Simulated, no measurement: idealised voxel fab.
Documented hereafter: the process module known as voxel air gaps.
290 nm wide, 5 nm square cells: that's cross-section cut.
Cross-section spec: square-cell grid; bands listed top down; each band is one or more rows. For a band, the entry starts with two heights in nm, that of the top and then that of the bottom, and carries on with the band's materials in order from left to right, each alongside its width in nm; the word "all across" beside a single material means it fills the band edge to edge, and "empty" means empty space. Height 0 is the level under which the wafer as received is all one material. The lowest band goes on downwards, as in "0 nm and below". Width: "30..40" (first number = top row, second number = bottom row, same change from row to row of cells). Given "left unchanged" for a step, no cell of the cross-section differs between before and after that step. Closed empty spaces (no open way to the top) of 8 cells or more are what "Sealed void listing" lists, each as width x height at distance from the left edge, nm for all three. after a step's settings: what the simulator itself notes on the step. overlay nm: mask offset rightward from planned place, masked step; negative means leftward offset. Structure of the following material. The material consists of pairs of cross-sections. Each pair comprises the cross-section before one process step and the cross-section after that step, the latter shown only down to the lowest band that changed. The step between the cross-sections is specified beneath each pair, including its settings. Pairs are not necessarily consecutive: they may derive from different runs of this module performed on the same starting wafer. Continuity with the pair above is to be assumed only where the entry headed "Pre-process cross-section" of the pair in question states it.

### Pre-process cross-section
- 50 nm to 25 nm = SiO2 65; TiN 5; Ru 15; TiN 5; SiO2 20; TiN 5; Ru 15; TiN 5; SiO2 20; TiN 5; Ru 15; TiN 5; SiO2 20; TiN 5; Ru 15; TiN 5; SiO2 65
- 25 nm to 20 nm = SiO2 65; TiN 25; SiO2 20; TiN 25; SiO2 20; TiN 25; SiO2 20; TiN 25; SiO2 65
- 20 nm to 15 nm = SiN all across
- 15 nm to 0 nm = SiO2 all across
- 0 nm and below = Si all across
- Sealed void listing: none

### Sectional Result
- 60 nm to 50 nm = empty 55; Ru 180; empty 55
- Below a height of 50, the structure has not been altered.
- Sealed void listing: none
The step carried out between the cross-section before it and the cross-section after it, both shown above, is op EPI | material Ru | thk nm 10

Pre-process cross-section: this step begins from the cross-section that the pair just above shows after its step.

### Sectional Result
- 60 nm to 50 nm = empty 55; Ru 180; empty 55
- 50 nm to 25 nm = empty 65; TiN 5; Ru 15; TiN 5; SiO2 20; TiN 5; Ru 15; TiN 5; SiO2 20; TiN 5; Ru 15; TiN 5; SiO2 20; TiN 5; Ru 15; TiN 5; empty 65
- 25 nm to 20 nm = empty 65; TiN 25; SiO2 20; TiN 25; SiO2 20; TiN 25; SiO2 20; TiN 25; empty 65
- Below a height of 20, the structure has not been altered.
- Sealed void listing: none
The step carried out between the cross-section before it and the cross-section after it, both shown above, is op SELECTIVE_ETCH | etch materials SiO2 | depth nm 40

Pre-process cross-section: this step begins from the cross-section that the pair just above shows after its step.

### Sectional Result
- 65 nm to 60 nm = empty 50; SiN 190; empty 50
- 60 nm to 50 nm = empty 50; SiN 5; Ru 180; SiN 5; empty 50
- 50 nm to 45 nm = empty 50; SiN 15; TiN 5; Ru 15; TiN 5; SiO2 20; TiN 5; Ru 15; TiN 5; SiO2 20; TiN 5; Ru 15; TiN 5; SiO2 20; TiN 5; Ru 15; TiN 5; SiN 15; empty 50
- 45 nm to 25 nm = empty 60; SiN 5; TiN 5; Ru 15; TiN 5; SiO2 20; TiN 5; Ru 15; TiN 5; SiO2 20; TiN 5; Ru 15; TiN 5; SiO2 20; TiN 5; Ru 15; TiN 5; SiN 5; empty 60
- 25 nm to 20 nm = SiN 65; TiN 25; SiO2 20; TiN 25; SiO2 20; TiN 25; SiO2 20; TiN 25; SiN 65
- Below a height of 20, the structure has not been altered.
- Sealed void listing: none
The step carried out between the cross-section before it and the cross-section after it, both shown above, is op CONFORMAL_DEP | material SiN | thk nm 5

### Pre-process cross-section
- 60 nm to 50 nm = aC all across
- 50 nm to 20 nm = SiO2 all across
- 20 nm to 15 nm = SiN all across
- 15 nm to 0 nm = SiO2 all across
- 0 nm and below = Si all across
- Sealed void listing: none

### Sectional Result
- 90 nm to 60 nm = resist 60; empty 15; resist 30; empty 15; resist 30; empty 15; resist 30; empty 15; resist 80
- Below a height of 60, the structure has not been altered.
- Sealed void listing: none
The step carried out between the cross-section before it and the cross-section after it, both shown above, is op PATTERN | tone open | mask id LINES | material resist | width nm 15 | pitch nm 45 | thk nm 30 | overlay nm -10

Pre-process cross-section: this step begins from the cross-section that the pair just above shows after its step.

### Sectional Result
- 80 nm to 60 nm = resist 60; empty 15; resist 30; empty 15; resist 30; empty 15; resist 30; empty 15; resist 80
- 60 nm to 50 nm = aC 60; empty 15; aC 30; empty 15; aC 30; empty 15; aC 30; empty 15; aC 80
- Below a height of 50, the structure has not been altered.
- Sealed void listing: none
The step carried out between the cross-section before it and the cross-section after it, both shown above, is op DIRECTIONAL_ETCH | etch materials aC | depth nm 10

Pre-process cross-section: this step begins from the cross-section that the pair just above shows after its step.

### Sectional Result
- 60 nm to 50 nm = aC 60; empty 15; aC 30; empty 15; aC 30; empty 15; aC 30; empty 15; aC 80
- Below a height of 50, the structure has not been altered.
- Sealed void listing: none
The step carried out between the cross-section before it and the cross-section after it, both shown above, is op STRIP | etch materials resist

Pre-process cross-section: this step begins from the cross-section that the pair just above shows after its step.

### Sectional Result
- 60 nm to 50 nm = aC 60; empty 15; aC 30; empty 15; aC 30; empty 15; aC 30; empty 15; aC 80
- 50 nm to 20 nm = SiO2 60; empty 15; SiO2 30; empty 15; SiO2 30; empty 15; SiO2 30; empty 15; SiO2 80
- Below a height of 20, the structure has not been altered.
- Sealed void listing: none
The step carried out between the cross-section before it and the cross-section after it, both shown above, is op DIRECTIONAL_ETCH | etch materials SiO2 | depth nm 30

Pre-process cross-section: this step begins from the cross-section that the pair just above shows after its step.

### Sectional Result
- 50 nm to 20 nm = SiO2 60; empty 15; SiO2 30; empty 15; SiO2 30; empty 15; SiO2 30; empty 15; SiO2 80
- Below a height of 20, the structure has not been altered.
- Sealed void listing: none
The step carried out between the cross-section before it and the cross-section after it, both shown above, is op STRIP | etch materials aC

Pre-process cross-section: this step begins from the cross-section that the pair just above shows after its step.

### Sectional Result
- 55 nm to 50 nm = TiN 65; empty 5; TiN 40; empty 5; TiN 40; empty 5; TiN 40; empty 5; TiN 85
- 50 nm to 25 nm = SiO2 60; TiN 5; empty 5; TiN 5; SiO2 30; TiN 5; empty 5; TiN 5; SiO2 30; TiN 5; empty 5; TiN 5; SiO2 30; TiN 5; empty 5; TiN 5; SiO2 80
- 25 nm to 20 nm = SiO2 60; TiN 15; SiO2 30; TiN 15; SiO2 30; TiN 15; SiO2 30; TiN 15; SiO2 80
- Below a height of 20, the structure has not been altered.
- Sealed void listing: none
The step carried out between the cross-section before it and the cross-section after it, both shown above, is op CONFORMAL_DEP | material TiN | thk nm 5

Pre-process cross-section: this step begins from the cross-section that the pair just above shows after its step.

### Sectional Result
- 65 nm to 55 nm = Ru all across
- 55 nm to 50 nm = TiN 65; Ru 5; TiN 40; Ru 5; TiN 40; Ru 5; TiN 40; Ru 5; TiN 85
- 50 nm to 25 nm = SiO2 60; TiN 5; Ru 5; TiN 5; SiO2 30; TiN 5; Ru 5; TiN 5; SiO2 30; TiN 5; Ru 5; TiN 5; SiO2 30; TiN 5; Ru 5; TiN 5; SiO2 80
- Below a height of 25, the structure has not been altered.
- Sealed void listing: none
The step carried out between the cross-section before it and the cross-section after it, both shown above, is op FILL_DEP | material Ru | thk nm 10

Pre-process cross-section: this step begins from the cross-section that the pair just above shows after its step.

### Sectional Result
- 50 nm to 25 nm = SiO2 60; TiN 5; Ru 5; TiN 5; SiO2 30; TiN 5; Ru 5; TiN 5; SiO2 30; TiN 5; Ru 5; TiN 5; SiO2 30; TiN 5; Ru 5; TiN 5; SiO2 80
- Below a height of 25, the structure has not been altered.
- Sealed void listing: none
The step carried out between the cross-section before it and the cross-section after it, both shown above, is op CMP | height nm 50

Pre-process cross-section: this step begins from the cross-section that the pair just above shows after its step.

### Sectional Result
- 60 nm to 50 nm = empty 50; Ru 35; empty 10; Ru 35; empty 10; Ru 35; empty 10; Ru 35; empty 70
- Below a height of 50, the structure has not been altered.
- Sealed void listing: none
The step carried out between the cross-section before it and the cross-section after it, both shown above, is op EPI | material Ru | thk nm 10

Pre-process cross-section: this step begins from the cross-section that the pair just above shows after its step.

### Sectional Result
- 60 nm to 50 nm = empty 50; Ru 35; empty 10; Ru 35; empty 10; Ru 35; empty 10; Ru 35; empty 70
- 50 nm to 25 nm = empty 60; TiN 5; Ru 5; TiN 5; empty 30; TiN 5; Ru 5; TiN 5; empty 30; TiN 5; Ru 5; TiN 5; empty 30; TiN 5; Ru 5; TiN 5; empty 80
- 25 nm to 20 nm = empty 60; TiN 15; empty 30; TiN 15; empty 30; TiN 15; empty 30; TiN 15; empty 80
- Below a height of 20, the structure has not been altered.
- Sealed void listing: none
The step carried out between the cross-section before it and the cross-section after it, both shown above, is op SELECTIVE_ETCH | etch materials SiO2 | depth nm 40

Pre-process cross-section: this step begins from the cross-section that the pair just above shows after its step.

### Sectional Result
- 65 nm to 60 nm = empty 45; SiN 180; empty 65
- 60 nm to 50 nm = empty 45; SiN 5; Ru 35; SiN 10; Ru 35; SiN 10; Ru 35; SiN 10; Ru 35; SiN 5; empty 65
- 50 nm to 45 nm = empty 45; SiN 15; TiN 5; Ru 5; TiN 5; SiN 30; TiN 5; Ru 5; TiN 5; SiN 30; TiN 5; Ru 5; TiN 5; SiN 30; TiN 5; Ru 5; TiN 5; SiN 15; empty 65
- 45 nm to 25 nm = empty 55; SiN 5; TiN 5; Ru 5; TiN 5; SiN 5; empty 20; SiN 5; TiN 5; Ru 5; TiN 5; SiN 5; empty 20; SiN 5; TiN 5; Ru 5; TiN 5; SiN 5; empty 20; SiN 5; TiN 5; Ru 5; TiN 5; SiN 5; empty 75
- 25 nm to 20 nm = SiN 60; TiN 15; SiN 30; TiN 15; SiN 30; TiN 15; SiN 30; TiN 15; SiN 80
- Below a height of 20, the structure has not been altered.
- Sealed void listing: 20 x 20 at 80; 20 x 20 at 125; 20 x 20 at 170
The step carried out between the cross-section before it and the cross-section after it, both shown above, is op CONFORMAL_DEP | material SiN | thk nm 5

### Pre-process cross-section
- 60 nm to 50 nm = empty 60; Ru 35; empty 10; Ru 35; empty 10; Ru 35; empty 10; Ru 35; empty 60
- 50 nm to 25 nm = empty 70; TiN 5; Ru 5; TiN 5; empty 30; TiN 5; Ru 5; TiN 5; empty 30; TiN 5; Ru 5; TiN 5; empty 30; TiN 5; Ru 5; TiN 5; empty 70
- 25 nm to 20 nm = empty 70; TiN 15; empty 30; TiN 15; empty 30; TiN 15; empty 30; TiN 15; empty 70
- 20 nm to 15 nm = SiN all across
- 15 nm to 0 nm = SiO2 all across
- 0 nm and below = Si all across
- Sealed void listing: none

### Sectional Result
- 65 nm to 60 nm = empty 55; SiO2 180; empty 55
- 60 nm to 50 nm = empty 55; SiO2 5; Ru 35; SiO2 10; Ru 35; SiO2 10; Ru 35; SiO2 10; Ru 35; SiO2 5; empty 55
- 50 nm to 45 nm = empty 55; SiO2 15; TiN 5; Ru 5; TiN 5; SiO2 30; TiN 5; Ru 5; TiN 5; SiO2 30; TiN 5; Ru 5; TiN 5; SiO2 30; TiN 5; Ru 5; TiN 5; SiO2 15; empty 55
- 45 nm to 25 nm = empty 65; SiO2 5; TiN 5; Ru 5; TiN 5; SiO2 5; empty 20; SiO2 5; TiN 5; Ru 5; TiN 5; SiO2 5; empty 20; SiO2 5; TiN 5; Ru 5; TiN 5; SiO2 5; empty 20; SiO2 5; TiN 5; Ru 5; TiN 5; SiO2 5; empty 65
- 25 nm to 20 nm = SiO2 70; TiN 15; SiO2 30; TiN 15; SiO2 30; TiN 15; SiO2 30; TiN 15; SiO2 70
- Below a height of 20, the structure has not been altered.
- Sealed void listing: 20 x 20 at 90; 20 x 20 at 135; 20 x 20 at 180
The step carried out between the cross-section before it and the cross-section after it, both shown above, is op CONFORMAL_DEP | material SiO2 | thk nm 5

### Pre-process cross-section
- 60 nm to 50 nm = aC all across
- 50 nm to 20 nm = SiO2 all across
- 20 nm to 15 nm = SiN all across
- 15 nm to 0 nm = SiO2 all across
- 0 nm and below = Si all across
- Sealed void listing: none

### Sectional Result
- 90 nm to 60 nm = empty 70; resist 15; empty 30; resist 15; empty 30; resist 15; empty 30; resist 15; empty 70
- Below a height of 60, the structure has not been altered.
- Sealed void listing: none
The step carried out between the cross-section before it and the cross-section after it, both shown above, is op PATTERN | tone cover | mask id LINES | material resist | width nm 15 | pitch nm 45 | thk nm 30 | overlay nm 0

Pre-process cross-section: this step begins from the cross-section that the pair just above shows after its step.

### Sectional Result
- 80 nm to 60 nm = empty 70; resist 15; empty 30; resist 15; empty 30; resist 15; empty 30; resist 15; empty 70
- 60 nm to 50 nm = empty 70; aC 15; empty 30; aC 15; empty 30; aC 15; empty 30; aC 15; empty 70
- Below a height of 50, the structure has not been altered.
- Sealed void listing: none
The step carried out between the cross-section before it and the cross-section after it, both shown above, is op DIRECTIONAL_ETCH | etch materials aC | depth nm 10

Pre-process cross-section: this step begins from the cross-section that the pair just above shows after its step.

### Sectional Result
- 60 nm to 50 nm = empty 70; aC 15; empty 30; aC 15; empty 30; aC 15; empty 30; aC 15; empty 70
- Below a height of 50, the structure has not been altered.
- Sealed void listing: none
The step carried out between the cross-section before it and the cross-section after it, both shown above, is op STRIP | etch materials resist

Pre-process cross-section: this step begins from the cross-section that the pair just above shows after its step.

### Sectional Result
- 60 nm to 50 nm = empty 70; aC 15; empty 30; aC 15; empty 30; aC 15; empty 30; aC 15; empty 70
- 50 nm to 20 nm = empty 70; SiO2 15; empty 30; SiO2 15; empty 30; SiO2 15; empty 30; SiO2 15; empty 70
- Below a height of 20, the structure has not been altered.
- Sealed void listing: none
The step carried out between the cross-section before it and the cross-section after it, both shown above, is op DIRECTIONAL_ETCH | etch materials SiO2 | depth nm 30

Pre-process cross-section: this step begins from the cross-section that the pair just above shows after its step.

### Sectional Result
- 50 nm to 20 nm = empty 70; SiO2 15; empty 30; SiO2 15; empty 30; SiO2 15; empty 30; SiO2 15; empty 70
- Below a height of 20, the structure has not been altered.
- Sealed void listing: none
The step carried out between the cross-section before it and the cross-section after it, both shown above, is op STRIP | etch materials aC

Pre-process cross-section: this step begins from the cross-section that the pair just above shows after its step.

### Sectional Result
- 55 nm to 50 nm = empty 65; TiN 25; empty 20; TiN 25; empty 20; TiN 25; empty 20; TiN 25; empty 65
- 50 nm to 25 nm = empty 65; TiN 5; SiO2 15; TiN 5; empty 20; TiN 5; SiO2 15; TiN 5; empty 20; TiN 5; SiO2 15; TiN 5; empty 20; TiN 5; SiO2 15; TiN 5; empty 65
- 25 nm to 20 nm = TiN 70; SiO2 15; TiN 30; SiO2 15; TiN 30; SiO2 15; TiN 30; SiO2 15; TiN 70
- Below a height of 20, the structure has not been altered.
- Sealed void listing: none
The step carried out between the cross-section before it and the cross-section after it, both shown above, is op CONFORMAL_DEP | material TiN | thk nm 5

Pre-process cross-section: this step begins from the cross-section that the pair just above shows after its step.

### Sectional Result
- 65 nm to 55 nm = Ru all across
- 55 nm to 50 nm = Ru 65; TiN 25; Ru 20; TiN 25; Ru 20; TiN 25; Ru 20; TiN 25; Ru 65
- 50 nm to 25 nm = Ru 65; TiN 5; SiO2 15; TiN 5; Ru 20; TiN 5; SiO2 15; TiN 5; Ru 20; TiN 5; SiO2 15; TiN 5; Ru 20; TiN 5; SiO2 15; TiN 5; Ru 65
- Below a height of 25, the structure has not been altered.
- Sealed void listing: none
The step carried out between the cross-section before it and the cross-section after it, both shown above, is op FILL_DEP | material Ru | thk nm 10

Pre-process cross-section: this step begins from the cross-section that the pair just above shows after its step.

### Sectional Result
- 50 nm to 25 nm = Ru 65; TiN 5; SiO2 15; TiN 5; Ru 20; TiN 5; SiO2 15; TiN 5; Ru 20; TiN 5; SiO2 15; TiN 5; Ru 20; TiN 5; SiO2 15; TiN 5; Ru 65
- Below a height of 25, the structure has not been altered.
- Sealed void listing: none
The step carried out between the cross-section before it and the cross-section after it, both shown above, is op CMP | height nm 50

Pre-process cross-section: this step begins from the cross-section that the pair just above shows after its step.

### Sectional Result
- 60 nm to 50 nm = Ru all across
- Below a height of 50, the structure has not been altered.
- Sealed void listing: none
The step carried out between the cross-section before it and the cross-section after it, both shown above, is op EPI | material Ru | thk nm 10

Pre-process cross-section: this step begins from the cross-section that the pair just above shows after its step.

### Sectional Result
- 65 nm to 60 nm = SiN all across
- Below a height of 60, the structure has not been altered.
- Sealed void listing: none
The step carried out between the cross-section before it and the cross-section after it, both shown above, is op CONFORMAL_DEP | material SiN | thk nm 5
